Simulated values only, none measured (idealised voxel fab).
The process module that follows is named voxel double patterning.
The cross-section on display is named cut; it measures 290 nm wide, and its cells are 5 nm squares.
Think of the cross-section as a grid of square cells. We describe it in bands, top to bottom, and each band covers one or more rows of those cells.
Look at the band entry: it leads with the top's height and the bottom's height in nm. Then it lists the materials left to right, with a width in nm for each. The word "edge to edge" on a single material says that material fills the band edge to edge. The word "air" is empty space.
All heights in this document are referenced to 0, defined as the level beneath which the wafer, as received, consists entirely of one material. The lowest band is not bounded below; it extends indefinitely downward and is written in the form "0 nm and below".
So if you see something like "30..40" for the width, read it as the top row of the band sitting at the first number and the bottom row at the second, with every row in between moving by the same amount as the last.
The designation "left unchanged", where it is given for a processing step, indicates that no cell of the cross-section was altered in the course of that step.
So "Internal closed voids" is basically the list of trapped voids: any empty space of 8 cells or more that can't reach the top through an opening. They're written width x height at distance, the distance being from the left edge, and it's all nm.
Past the settings on a step's line: simulator remark, on that step.
"overlay nm" on a masked step: distance the mask lay right of its planned place, negative for left.

-- List of planned process steps
step 1: RECEIVE (material Si)
step 2: CONFORMAL_DEP (material SiO2; thk nm 10)
step 3: DIRECTIONAL_DEP (material TiN; thk nm 10)
step 4: DIRECTIONAL_DEP (material SiN; thk nm 10)
step 5: DIRECTIONAL_DEP (material aC; thk nm 15)
step 6: PATTERN (tone open; mask id FIRST; material resist; width nm 15; pitch nm 50; thk nm 30; overlay nm 0)
step 7: DIRECTIONAL_ETCH (etch materials aC; depth nm 15)
step 8: STRIP (etch materials resist)
step 9: DIRECTIONAL_ETCH (etch materials SiN; depth nm 10)
step 10: STRIP (etch materials aC)
step 11: PATTERN (tone open; mask id SECOND; material resist; width nm 15; thk nm 20; overlay nm 0)
step 12: DIRECTIONAL_ETCH (etch materials SiN; depth nm 10)
step 13: STRIP (etch materials resist)
step 14: DIRECTIONAL_ETCH (etch materials TiN; depth nm 5)
step 15: STRIP (etch materials SiN)
Where the wafers of this document differ is in the depth nm of step 14; they start out the same, and the plan states the value that applied to the first wafer.

-- Step 1 complete: as-received cross-section of the first of several wafers
> 0 nm and below: Si edge to edge
> Internal closed voids: none

-- Where each wafer stands at the end of the module, a row apiece: cells of each material gained (+) or lost (-) since it was received, then closed voids
depth nm 5 | +116 SiO2 | +107 TiN | Internal closed voids: none
depth nm 10 | +116 SiO2 | +98 TiN | Internal closed voids: none
depth nm 15 | +116 SiO2 | +98 TiN | Internal closed voids: none
depth nm 20 | +116 SiO2 | +98 TiN | Internal closed voids: none
depth nm 25 | +116 SiO2 | +98 TiN | Internal closed voids: none
